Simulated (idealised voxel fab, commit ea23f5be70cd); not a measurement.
The following is a process module called voxel self aligned contacts.
It is cross-section cut that appears here, measuring 145 nm in width, its square cells being 5 nm in size.
In what follows, cross-sections appear as grids of square cells, described through bands that run from the top down, where every band is one or more rows of cells. It is stipulated that each band's entry specify, in nanometres, the height of the top of the band and then that of its bottom, followed by the materials of the band in left-to-right sequence, each together with its width in nanometres. A single material marked by the word "everywhere" is understood to fill the band from edge to edge; the word "air" is understood to denote empty space. Convention: height 0 is the level below which the wafer, as received, is all one material. The lowest band does not terminate at the bottom but continues downward, represented as "0 -> down". The notation "30->40" denotes a width that varies across the rows of cells in the band, beginning at the first number in the top row, finishing at the second number in the bottom row, and changing by an identical amount from each row to the next. Given "no alterations made" for a step, no cell of the cross-section differs between before and after that step. Closed-off voids of 8+ cells (no open route to the top) go in "Catalogued sealed voids", written width x height at distance from the left edge, in nm. Text after the settings on a step's line: the simulator's own remark on that step. If you see "overlay nm" on a step's line and that step has a mask, it's telling you how far right of where it was planned the mask ended up; a negative number means it went left instead.
Steps in the process plan
1 RECEIVE: material Si
2 OXIDIZE: depth nm 5
3 DIRECTIONAL_DEP: material polySi, thk nm 20
4 DIRECTIONAL_DEP: material SiN, thk nm 25
5 DIRECTIONAL_DEP: material aC, thk nm 10
6 PATTERN: tone cover, mask id GATE, material resist, width nm 35, pitch nm 75, thk nm 25, overlay nm 0
7 DIRECTIONAL_ETCH: etch materials aC, depth nm 10
8 STRIP: etch materials resist
9 DIRECTIONAL_ETCH: etch materials SiN, depth nm 25
10 DIRECTIONAL_ETCH: etch materials polySi, depth nm 20
11 STRIP: etch materials aC
12 CONFORMAL_DEP: material SiN, thk nm 10
13 DIRECTIONAL_ETCH: etch materials SiN, depth nm 10
14 FILL_DEP: material SiO2, thk nm 15
15 CMP: height nm 55
16 MASKED_ETCH: tone open, mask id CONTACT, width nm 50, etch materials SiO2, depth nm 60, overlay nm 0
17 CONFORMAL_DEP: material TiN, thk nm 5
18 FILL_DEP: material Ru, thk nm 5
19 CMP: height nm 55
20 CONFORMAL_DEP: material SiCN, thk nm 5
First of two wafers, with the run carried out as planned
Wafer cross-section on receipt, i.e. after step 1
	0 -> down = Si everywhere
	Catalogued sealed voids: none
Cross-section through the wafer, step 2 finished
	0 -> -5 = SiO2 everywhere
	Below -5, the layers are the same as they were.
Cross-section through the wafer, step 3 finished
	20 -> 0 = polySi everywhere
	Below 0, the layers are the same as they were.
Cross-section through the wafer, step 4 finished
	45 -> 20 = SiN everywhere
	Below 20, the layers are the same as they were.
Cross-section through the wafer, step 5 finished
	55 -> 45 = aC everywhere
	Below 45, the layers are the same as they were.
Cross-section through the wafer, step 6 finished
	80 -> 55 = 15 of air, 35 of resist, 40 of air, 35 of resist, 20 of air
	Below 55, the layers are the same as they were.
Cross-section through the wafer, step 7 finished
	70 -> 55 = 15 of air, 35 of resist, 40 of air, 35 of resist, 20 of air
	55 -> 45 = 15 of air, 35 of aC, 40 of air, 35 of aC, 20 of air
	Below 45, the layers are the same as they were.
Cross-section through the wafer, step 8 finished
	55 -> 45 = 15 of air, 35 of aC, 40 of air, 35 of aC, 20 of air
	Below 45, the layers are the same as they were.
Cross-section through the wafer, step 9 finished
	55 -> 45 = 15 of air, 35 of aC, 40 of air, 35 of aC, 20 of air
	45 -> 20 = 15 of air, 35 of SiN, 40 of air, 35 of SiN, 20 of air
	Below 20, the layers are the same as they were.
Cross-section through the wafer, step 10 finished
	55 -> 45 = 15 of air, 35 of aC, 40 of air, 35 of aC, 20 of air
	45 -> 20 = 15 of air, 35 of SiN, 40 of air, 35 of SiN, 20 of air
	20 -> 0 = 15 of air, 35 of polySi, 40 of air, 35 of polySi, 20 of air
	Below 0, the layers are the same as they were.
Cross-section through the wafer, step 11 finished
	45 -> 20 = 15 of air, 35 of SiN, 40 of air, 35 of SiN, 20 of air
	Below 20, the layers are the same as they were.
Cross-section through the wafer, step 12 finished
	55 -> 20 = 5 of air, 55 of SiN, 20 of air, 55 of SiN, 10 of air
	20 -> 10 = 5 of air, 10 of SiN, 35 of polySi, 10 of SiN, 20 of air, 10 of SiN, 35 of polySi, 10 of SiN, 10 of air
	10 -> 0 = 15 of SiN, 35 of polySi, 40 of SiN, 35 of polySi, 20 of SiN
	Below 0, the layers are the same as they were.
Cross-section through the wafer, step 13 finished
	45 -> 20 = 5 of air, 55 of SiN, 20 of air, 55 of SiN, 10 of air
	20 -> 0 = 5 of air, 10 of SiN, 35 of polySi, 10 of SiN, 20 of air, 10 of SiN, 35 of polySi, 10 of SiN, 10 of air
	Below 0, the layers are the same as they were.
Cross-section through the wafer, step 14 finished
	60 -> 45 = SiO2 everywhere
	45 -> 20 = 5 of SiO2, 55 of SiN, 20 of SiO2, 55 of SiN, 10 of SiO2
	20 -> 0 = 5 of SiO2, 10 of SiN, 35 of polySi, 10 of SiN, 20 of SiO2, 10 of SiN, 35 of polySi, 10 of SiN, 10 of SiO2
	Below 0, the layers are the same as they were.
Cross-section through the wafer, step 15 finished
	55 -> 45 = SiO2 everywhere
	Below 45, the layers are the same as they were.
Cross-section through the wafer, step 16 finished
	55 -> 45 = 45 of SiO2, 50 of air, 50 of SiO2
	45 -> 20 = 5 of SiO2, 55 of SiN, 20 of air, 55 of SiN, 10 of SiO2
	20 -> 0 = 5 of SiO2, 10 of SiN, 35 of polySi, 10 of SiN, 20 of air, 10 of SiN, 35 of polySi, 10 of SiN, 10 of SiO2
	0 -> -5 = 60 of SiO2, 20 of air, 65 of SiO2
	Below -5, the layers are the same as they were.
Cross-section through the wafer, step 17 finished
	60 -> 55 = 50 of TiN, 40 of air, 55 of TiN
	55 -> 45 = 45 of SiO2, 5->20 of TiN, 40->10 of air, 5->20 of TiN, 50 of SiO2
	45 -> 20 = 5 of SiO2, 55 of SiN, 5 of TiN, 10 of air, 5 of TiN, 55 of SiN, 10 of SiO2
	20 -> 0 = 5 of SiO2, 10 of SiN, 35 of polySi, 10 of SiN, 5 of TiN, 10 of air, 5 of TiN, 10 of SiN, 35 of polySi, 10 of SiN, 10 of SiO2
	0 -> -5 = 60 of SiO2, 20 of TiN, 65 of SiO2
	Below -5, the layers are the same as they were.
Cross-section through the wafer, step 18 finished
	65 -> 60 = Ru everywhere
	60 -> 55 = 50 of TiN, 40 of Ru, 55 of TiN
	55 -> 45 = 45 of SiO2, 5->20 of TiN, 40->10 of Ru, 5->20 of TiN, 50 of SiO2
	45 -> 20 = 5 of SiO2, 55 of SiN, 5 of TiN, 10 of Ru, 5 of TiN, 55 of SiN, 10 of SiO2
	20 -> 0 = 5 of SiO2, 10 of SiN, 35 of polySi, 10 of SiN, 5 of TiN, 10 of Ru, 5 of TiN, 10 of SiN, 35 of polySi, 10 of SiN, 10 of SiO2
	Below 0, the layers are the same as they were.
Cross-section through the wafer, step 19 finished
	55 -> 45 = 45 of SiO2, 5->20 of TiN, 40->10 of Ru, 5->20 of TiN, 50 of SiO2
	Below 45, the layers are the same as they were.
Cross-section through the wafer, step 20 finished
	60 -> 55 = SiCN everywhere
	Below 55, the layers are the same as they were.
Notes, second wafer: start = first wafer's, plan = first wafer's, execution had one mistake; history identical to first through step 1
Cross-section of the second wafer at the time by which step 2 should have been completed according to the plan
	20 -> 0 = polySi everywhere
	Below 0, the layers are the same as they were.
Cross-section of the second wafer at the time by which step 3 should have been completed according to the plan
	20 -> 15 = SiO2 everywhere
	Below 15, the layers are the same as they were.
Cross-section of the second wafer at the time by which step 4 should have been completed according to the plan
	45 -> 20 = SiN everywhere
	Below 20, the layers are the same as they were.
Cross-section of the second wafer at the time by which step 5 should have been completed according to the plan
	55 -> 45 = aC everywhere
	Below 45, the layers are the same as they were.
Cross-section of the second wafer at the time by which step 6 should have been completed according to the plan
	80 -> 55 = 15 of air, 35 of resist, 40 of air, 35 of resist, 20 of air
	Below 55, the layers are the same as they were.
Cross-section of the second wafer at the time by which step 7 should have been completed according to the plan
	70 -> 55 = 15 of air, 35 of resist, 40 of air, 35 of resist, 20 of air
	55 -> 45 = 15 of air, 35 of aC, 40 of air, 35 of aC, 20 of air
	Below 45, the layers are the same as they were.
Cross-section of the second wafer at the time by which step 8 should have been completed according to the plan
	55 -> 45 = 15 of air, 35 of aC, 40 of air, 35 of aC, 20 of air
	Below 45, the layers are the same as they were.
Cross-section of the second wafer at the time by which step 9 should have been completed according to the plan
	55 -> 45 = 15 of air, 35 of aC, 40 of air, 35 of aC, 20 of air
	45 -> 20 = 15 of air, 35 of SiN, 40 of air, 35 of SiN, 20 of air
	Below 20, the layers are the same as they were.
Cross-section of the second wafer at the time by which step 10 should have been completed according to the plan: no alterations made
Cross-section of the second wafer at the time by which step 11 should have been completed according to the plan
	45 -> 20 = 15 of air, 35 of SiN, 40 of air, 35 of SiN, 20 of air
	Below 20, the layers are the same as they were.
Cross-section of the second wafer at the time by which step 12 should have been completed according to the plan
	55 -> 30 = 5 of air, 55 of SiN, 20 of air, 55 of SiN, 10 of air
	30 -> 20 = SiN everywhere
	Below 20, the layers are the same as they were.
Cross-section of the second wafer at the time by which step 13 should have been completed according to the plan
	45 -> 20 = 5 of air, 55 of SiN, 20 of air, 55 of SiN, 10 of air
	Below 20, the layers are the same as they were.
Cross-section of the second wafer at the time by which step 14 should have been completed according to the plan
	60 -> 45 = SiO2 everywhere
	45 -> 20 = 5 of SiO2, 55 of SiN, 20 of SiO2, 55 of SiN, 10 of SiO2
	Below 20, the layers are the same as they were.
Cross-section of the second wafer at the time by which step 15 should have been completed according to the plan
	55 -> 45 = SiO2 everywhere
	Below 45, the layers are the same as they were.
Cross-section of the second wafer at the time by which step 16 should have been completed according to the plan
	55 -> 45 = 45 of SiO2, 50 of air, 50 of SiO2
	45 -> 20 = 5 of SiO2, 55 of SiN, 20 of air, 55 of SiN, 10 of SiO2
	20 -> 15 = 60 of SiO2, 20 of air, 65 of SiO2
	Below 15, the layers are the same as they were.
Cross-section of the second wafer at the time by which step 17 should have been completed according to the plan
	60 -> 55 = 50 of TiN, 40 of air, 55 of TiN
	55 -> 45 = 45 of SiO2, 5->20 of TiN, 40->10 of air, 5->20 of TiN, 50 of SiO2
	45 -> 20 = 5 of SiO2, 55 of SiN, 5 of TiN, 10 of air, 5 of TiN, 55 of SiN, 10 of SiO2
	20 -> 15 = 60 of SiO2, 20 of TiN, 65 of SiO2
	Below 15, the layers are the same as they were.
Cross-section of the second wafer at the time by which step 18 should have been completed according to the plan
	65 -> 60 = Ru everywhere
	60 -> 55 = 50 of TiN, 40 of Ru, 55 of TiN
	55 -> 45 = 45 of SiO2, 5->20 of TiN, 40->10 of Ru, 5->20 of TiN, 50 of SiO2
	45 -> 20 = 5 of SiO2, 55 of SiN, 5 of TiN, 10 of Ru, 5 of TiN, 55 of SiN, 10 of SiO2
	Below 20, the layers are the same as they were.
Cross-section of the second wafer at the time by which step 19 should have been completed according to the plan
	55 -> 45 = 45 of SiO2, 5->20 of TiN, 40->10 of Ru, 5->20 of TiN, 50 of SiO2
	Below 45, the layers are the same as they were.
Cross-section of the second wafer at the time by which step 20 should have been completed according to the plan
	60 -> 55 = SiCN everywhere
	Below 55, the layers are the same as they were.
Against the plan, the run slipped here: sequence error: steps 2 and 3 interchanged
In the final state, the cell counts of the second wafer exceed or fall short of those of the first for the following materials: Ru -8; Si +29; SiN -32; SiO2 -12; TiN -8; polySi +31
